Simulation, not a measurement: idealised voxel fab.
Documented hereafter: the process module known as voxel air gaps.
It is cross-section cut that appears here, measuring 170 nm in width, its square cells being 5 nm in size.
A cross-section is a grid of square cells, given in bands from the top down. A band is one or more rows of cells. A band entry consists of two parts. The first gives the height of the band's top and the height of its bottom, in nm. The rest lists the band's materials from left to right, each with its width in nm. A single material labelled with the word "everywhere" fills the band from edge to edge, and the word "air" marks empty space. Ref level 0: as-received wafer is one material below here. Bottom band extends down with no lower bound ("from 0 down"). So if you see something like "30..40" for the width, read it as the top row of the band sitting at the first number and the bottom row at the second, with every row in between moving by the same amount as the last. Where a step carries "nothing was modified", the cross-section came out of it unchanged, cell for cell. Listed in "Closed internal voids": every empty space of 8 or more cells without an open way to the top. Form: width x height at distance, the distance being from the left edge, all in nm. Where a step's line continues beyond its settings, the continuation is a remark by the simulator itself on that step. overlay nm: on a step with a mask, how far right of its planned place the mask lay; negative means left.
Set out below are the planned steps of the process
1. RECEIVE, material Si
2. CONFORMAL_DEP, material SiO2, thk nm 10
3. CONFORMAL_DEP, material SiN, thk nm 5
4. DIRECTIONAL_DEP, material SiO2, thk nm 40
5. PATTERN, tone open, mask id LINES, material resist, width nm 25, pitch nm 50, thk nm 20, overlay nm 0
6. DIRECTIONAL_ETCH, etch materials SiO2, depth nm 40
7. STRIP, etch materials resist
8. CONFORMAL_DEP, material TiN, thk nm 5
9. FILL_DEP, material Cu, thk nm 5
10. CMP, height nm 55
11. EPI, material Ru, thk nm 10
12. SELECTIVE_ETCH, etch materials SiO2, depth nm 50
13. CONFORMAL_DEP, material SiN, thk nm 5
First of two wafers, with the run carried out as planned
Wafer cross-section on receipt, i.e. after step 1
from 0 down  Si everywhere
Closed internal voids: none
So this is the wafer cross-section right after step 2
from 10 to 0  SiO2 everywhere
Beneath the level 0, the cross-section is identical to its previous state.
So this is the wafer cross-section right after step 3
from 15 to 10  SiN everywhere
Beneath the level 10, the cross-section is identical to its previous state.
So this is the wafer cross-section right after step 4
from 55 to 15  SiO2 everywhere
Beneath the level 15, the cross-section is identical to its previous state.
So this is the wafer cross-section right after step 5
from 75 to 55  resist: 20 | air: 25 | resist: 25 | air: 25 | resist: 25 | air: 25 | resist: 25
Beneath the level 55, the cross-section is identical to its previous state.
So this is the wafer cross-section right after step 6
from 75 to 55  resist: 20 | air: 25 | resist: 25 | air: 25 | resist: 25 | air: 25 | resist: 25
from 55 to 15  SiO2: 20 | air: 25 | SiO2: 25 | air: 25 | SiO2: 25 | air: 25 | SiO2: 25
Beneath the level 15, the cross-section is identical to its previous state.
So this is the wafer cross-section right after step 7
from 55 to 15  SiO2: 20 | air: 25 | SiO2: 25 | air: 25 | SiO2: 25 | air: 25 | SiO2: 25
Beneath the level 15, the cross-section is identical to its previous state.
So this is the wafer cross-section right after step 8
from 60 to 55  TiN: 25 | air: 15 | TiN: 35 | air: 15 | TiN: 35 | air: 15 | TiN: 30
from 55 to 20  SiO2: 20 | TiN: 5 | air: 15 | TiN: 5 | SiO2: 25 | TiN: 5 | air: 15 | TiN: 5 | SiO2: 25 | TiN: 5 | air: 15 | TiN: 5 | SiO2: 25
from 20 to 15  SiO2: 20 | TiN: 25 | SiO2: 25 | TiN: 25 | SiO2: 25 | TiN: 25 | SiO2: 25
Beneath the level 15, the cross-section is identical to its previous state.
So this is the wafer cross-section right after step 9
from 65 to 60  Cu everywhere
from 60 to 55  TiN: 25 | Cu: 15 | TiN: 35 | Cu: 15 | TiN: 35 | Cu: 15 | TiN: 30
from 55 to 20  SiO2: 20 | TiN: 5 | Cu: 15 | TiN: 5 | SiO2: 25 | TiN: 5 | Cu: 15 | TiN: 5 | SiO2: 25 | TiN: 5 | Cu: 15 | TiN: 5 | SiO2: 25
Beneath the level 20, the cross-section is identical to its previous state.
So this is the wafer cross-section right after step 10
from 55 to 20  SiO2: 20 | TiN: 5 | Cu: 15 | TiN: 5 | SiO2: 25 | TiN: 5 | Cu: 15 | TiN: 5 | SiO2: 25 | TiN: 5 | Cu: 15 | TiN: 5 | SiO2: 25
Beneath the level 20, the cross-section is identical to its previous state.
So this is the wafer cross-section right after step 11
from 65 to 55  air: 10 | Ru: 45 | air: 5 | Ru: 45 | air: 5 | Ru: 45 | air: 15
Beneath the level 55, the cross-section is identical to its previous state.
So this is the wafer cross-section right after step 12
from 65 to 55  air: 10 | Ru: 45 | air: 5 | Ru: 45 | air: 5 | Ru: 45 | air: 15
from 55 to 20  air: 20 | TiN: 5 | Cu: 15 | TiN: 5 | air: 25 | TiN: 5 | Cu: 15 | TiN: 5 | air: 25 | TiN: 5 | Cu: 15 | TiN: 5 | air: 25
from 20 to 15  air: 20 | TiN: 25 | air: 25 | TiN: 25 | air: 25 | TiN: 25 | air: 25
Beneath the level 15, the cross-section is identical to its previous state.
So this is the wafer cross-section right after step 13
from 70 to 65  air: 5 | SiN: 155 | air: 10
from 65 to 55  air: 5 | SiN: 5 | Ru: 45 | SiN: 5 | Ru: 45 | SiN: 5 | Ru: 45 | SiN: 5 | air: 10
from 55 to 50  air: 5 | SiN: 15 | TiN: 5 | Cu: 15 | TiN: 5 | SiN: 25 | TiN: 5 | Cu: 15 | TiN: 5 | SiN: 25 | TiN: 5 | Cu: 15 | TiN: 5 | SiN: 15 | air: 10
from 50 to 20  air: 15 | SiN: 5 | TiN: 5 | Cu: 15 | TiN: 5 | SiN: 5 | air: 15 | SiN: 5 | TiN: 5 | Cu: 15 | TiN: 5 | SiN: 5 | air: 15 | SiN: 5 | TiN: 5 | Cu: 15 | TiN: 5 | SiN: 5 | air: 20
from 20 to 15  SiN: 20 | TiN: 25 | SiN: 25 | TiN: 25 | SiN: 25 | TiN: 25 | SiN: 25
Beneath the level 15, the cross-section is identical to its previous state.
Closed internal voids: 15 x 30 at 50; 15 x 30 at 100
The second wafer was prepared from the same starting point and under the same plan as the first; its processing contained one mistake, and it remains indistinguishable from the first wafer up to and including step 1
Cross-sectional representation of the second wafer at the time designated in the plan for the completion of step 2
from 10 to 0  Ru everywhere
Beneath the level 0, the cross-section is identical to its previous state.
Cross-sectional representation of the second wafer at the time designated in the plan for the completion of step 3
from 15 to 10  SiN everywhere
Beneath the level 10, the cross-section is identical to its previous state.
Cross-sectional representation of the second wafer at the time designated in the plan for the completion of step 4
from 55 to 15  SiO2 everywhere
Beneath the level 15, the cross-section is identical to its previous state.
Cross-sectional representation of the second wafer at the time designated in the plan for the completion of step 5
from 75 to 55  resist: 20 | air: 25 | resist: 25 | air: 25 | resist: 25 | air: 25 | resist: 25
Beneath the level 55, the cross-section is identical to its previous state.
Cross-sectional representation of the second wafer at the time designated in the plan for the completion of step 6
from 75 to 55  resist: 20 | air: 25 | resist: 25 | air: 25 | resist: 25 | air: 25 | resist: 25
from 55 to 15  SiO2: 20 | air: 25 | SiO2: 25 | air: 25 | SiO2: 25 | air: 25 | SiO2: 25
Beneath the level 15, the cross-section is identical to its previous state.
Cross-sectional representation of the second wafer at the time designated in the plan for the completion of step 7
from 55 to 15  SiO2: 20 | air: 25 | SiO2: 25 | air: 25 | SiO2: 25 | air: 25 | SiO2: 25
Beneath the level 15, the cross-section is identical to its previous state.
Cross-sectional representation of the second wafer at the time designated in the plan for the completion of step 8
from 60 to 55  TiN: 25 | air: 15 | TiN: 35 | air: 15 | TiN: 35 | air: 15 | TiN: 30
from 55 to 20  SiO2: 20 | TiN: 5 | air: 15 | TiN: 5 | SiO2: 25 | TiN: 5 | air: 15 | TiN: 5 | SiO2: 25 | TiN: 5 | air: 15 | TiN: 5 | SiO2: 25
from 20 to 15  SiO2: 20 | TiN: 25 | SiO2: 25 | TiN: 25 | SiO2: 25 | TiN: 25 | SiO2: 25
Beneath the level 15, the cross-section is identical to its previous state.
Cross-sectional representation of the second wafer at the time designated in the plan for the completion of step 9
from 65 to 60  Cu everywhere
from 60 to 55  TiN: 25 | Cu: 15 | TiN: 35 | Cu: 15 | TiN: 35 | Cu: 15 | TiN: 30
from 55 to 20  SiO2: 20 | TiN: 5 | Cu: 15 | TiN: 5 | SiO2: 25 | TiN: 5 | Cu: 15 | TiN: 5 | SiO2: 25 | TiN: 5 | Cu: 15 | TiN: 5 | SiO2: 25
Beneath the level 20, the cross-section is identical to its previous state.
Cross-sectional representation of the second wafer at the time designated in the plan for the completion of step 10
from 55 to 20  SiO2: 20 | TiN: 5 | Cu: 15 | TiN: 5 | SiO2: 25 | TiN: 5 | Cu: 15 | TiN: 5 | SiO2: 25 | TiN: 5 | Cu: 15 | TiN: 5 | SiO2: 25
Beneath the level 20, the cross-section is identical to its previous state.
Cross-sectional representation of the second wafer at the time designated in the plan for the completion of step 11
from 65 to 55  air: 10 | Ru: 45 | air: 5 | Ru: 45 | air: 5 | Ru: 45 | air: 15
Beneath the level 55, the cross-section is identical to its previous state.
Cross-sectional representation of the second wafer at the time designated in the plan for the completion of step 12
from 65 to 55  air: 10 | Ru: 45 | air: 5 | Ru: 45 | air: 5 | Ru: 45 | air: 15
from 55 to 20  air: 20 | TiN: 5 | Cu: 15 | TiN: 5 | air: 25 | TiN: 5 | Cu: 15 | TiN: 5 | air: 25 | TiN: 5 | Cu: 15 | TiN: 5 | air: 25
from 20 to 15  air: 20 | TiN: 25 | air: 25 | TiN: 25 | air: 25 | TiN: 25 | air: 25
Beneath the level 15, the cross-section is identical to its previous state.
Cross-sectional representation of the second wafer at the time designated in the plan for the completion of step 13
from 70 to 65  air: 5 | SiN: 155 | air: 10
from 65 to 55  air: 5 | SiN: 5 | Ru: 45 | SiN: 5 | Ru: 45 | SiN: 5 | Ru: 45 | SiN: 5 | air: 10
from 55 to 50  air: 5 | SiN: 15 | TiN: 5 | Cu: 15 | TiN: 5 | SiN: 25 | TiN: 5 | Cu: 15 | TiN: 5 | SiN: 25 | TiN: 5 | Cu: 15 | TiN: 5 | SiN: 15 | air: 10
from 50 to 20  air: 15 | SiN: 5 | TiN: 5 | Cu: 15 | TiN: 5 | SiN: 5 | air: 15 | SiN: 5 | TiN: 5 | Cu: 15 | TiN: 5 | SiN: 5 | air: 15 | SiN: 5 | TiN: 5 | Cu: 15 | TiN: 5 | SiN: 5 | air: 20
from 20 to 15  SiN: 20 | TiN: 25 | SiN: 25 | TiN: 25 | SiN: 25 | TiN: 25 | SiN: 25
Beneath the level 15, the cross-section is identical to its previous state.
Closed internal voids: 15 x 30 at 50; 15 x 30 at 100
Plan not followed: step 2 ran as: CONFORMAL_DEP, material Ru, thk nm 10
Materials where the second wafer ends with more or fewer cells than the first: Ru +68, SiO2 -68
